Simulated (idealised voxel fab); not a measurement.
process module | voxel spacer lines
cross-section cut | 200 nm wide | cells 5 nm
A cross-section is a grid of square cells, given in bands from the top down. A band is one or more rows of cells.
Each band's line starts with the height of the band's top and of its bottom, in nm. Then come its materials from left to right, each with its width in nm. One material with "throughout" fills the band from edge to edge. "air" is empty space.
Height 0 is the level under which the wafer as received is all one material. The lowest band goes on downwards, as in "0 down".
A width such as "30 to 40" changes by the same amount from each row of cells to the next, from the band's top row to its bottom row.
"no change" after a step means that no cell of the cross-section changed.
closed voids: empty space of 8 cells or more with no open way to the top, each as width x height at its distance from the left edge, in nm
after a step's settings: what the simulator itself notes on the step
overlay nm, on a step with a mask: how far to the right of its planned place the mask lay; to the left if negative
plan
1 op RECEIVE | material Si
2 op CONFORMAL_DEP | material Al2O3 | thk nm 5
3 op DIRECTIONAL_DEP | material SiN | thk nm 15
4 op DIRECTIONAL_DEP | material polySi | thk nm 30
5 op PATTERN | tone cover | mask id MANDREL | material resist | width nm 25 | pitch nm 70 | thk nm 40 | overlay nm 0
6 op DIRECTIONAL_ETCH | etch materials polySi | depth nm 30
7 op STRIP | etch materials resist
8 op CONFORMAL_DEP | material SiO2 | thk nm 10
9 op DIRECTIONAL_ETCH | etch materials SiO2 | depth nm 10
10 op STRIP | etch materials polySi
11 op DIRECTIONAL_ETCH | etch materials SiN | depth nm 15
12 op STRIP | etch materials SiO2
as received, after step 1
  0 down: Si throughout
  closed voids: none
a wafer at the end: this start, this plan, one mistake
  20 to 5: air 10 | SiN 10 | air 20 | SiN 10 | air 30 | SiN 10 | air 20 | SiN 10 | air 30 | SiN 10 | air 20 | SiN 10 | air 10
  5 to 0: Al2O3 throughout
  0 down: Si throughout
  closed voids: none
what went wrong: step 5 ran as: op PATTERN | tone cover | mask id MANDREL | material resist | width nm 20 | pitch nm 70 | thk nm 40 | overlay nm 0
